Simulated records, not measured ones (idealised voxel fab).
Proc. module: voxel released beams
For reference, the cross-section in this document is cut, with width 290 nm and square cells of 5 nm.
Bands, listed from the top down, are how a cross-section gets written in this document; the cross-section itself is a grid of square cells, and a band is one or more rows of them. This entry defines a band. It first specifies the height of the band's top and the height of its bottom in nm, and then specifies the band's materials from left to right, stating each material with its width in nm. The word "full width" identifies a single material that fills the band from edge to edge, while the word "blank" identifies empty space. It should be noted that heights are counted from 0, beneath which the wafer as supplied is of one material throughout, and that the lowest band possesses no lower boundary but continues downward, as written in "0 down". The two numbers in a width such as "30->40" mark its ends across the band: the first belongs to the top row of cells, the second to the bottom row, and from each row to the next the width moves by the same amount. Step marked "no modifications"? Then no cell in the cross-section changed in it. Entry "Sealed void list". Content: empty spaces with no open connection to the top, size 8 cells or greater. Each: width x height at distance. Distance: from left edge. Unit: nm. That trailing text on a step's line, after the settings, is the simulator's own remark on the step. "overlay nm", when on a step's line for a step with a mask, measures how far to the right of its planned place the mask lay; a negative measure means to the left.

This section lists the process steps that were planned
1 RECEIVE,material Si
2 CONFORMAL_DEP,material Al2O3,thk nm 5
3 DIRECTIONAL_DEP,material SiO2,thk nm 15
4 PATTERN,tone open,mask id ANCHOR,material resist,width nm 25,thk nm 15,overlay nm 0
5 DIRECTIONAL_ETCH,etch materials SiO2,depth nm 15
6 STRIP,etch materials resist
7 CONFORMAL_DEP,material polySi,thk nm 5
8 MASKED_ETCH,tone cover,mask id BEAM,width nm 95,etch materials polySi,depth nm 10,overlay nm 0
9 STRIP,etch materials SiO2
Be aware that, although all wafers share a common starting state, the thk nm at step 7 differs among them, and the plan displays the first wafer's value.

First of several wafers (as received, post step 1), cross-sectional view
* 0 down  Si full width
* Sealed void list: none

Tabulated below, wafer by wafer, are the end-of-module results: for each material, the number of cells gained (+) or lost (-) relative to the as-received state, followed by the closed voids
thk nm 5, +58 Al2O3, +25 polySi, Sealed void list: none
thk nm 10, +58 Al2O3, +50 polySi, Sealed void list: none
thk nm 15, +58 Al2O3, +159 SiO2, +111 polySi, Sealed void list: none
thk nm 20, +58 Al2O3, +159 SiO2, +169 polySi, Sealed void list: none
thk nm 25, +58 Al2O3, +159 SiO2, +227 polySi, Sealed void list: none
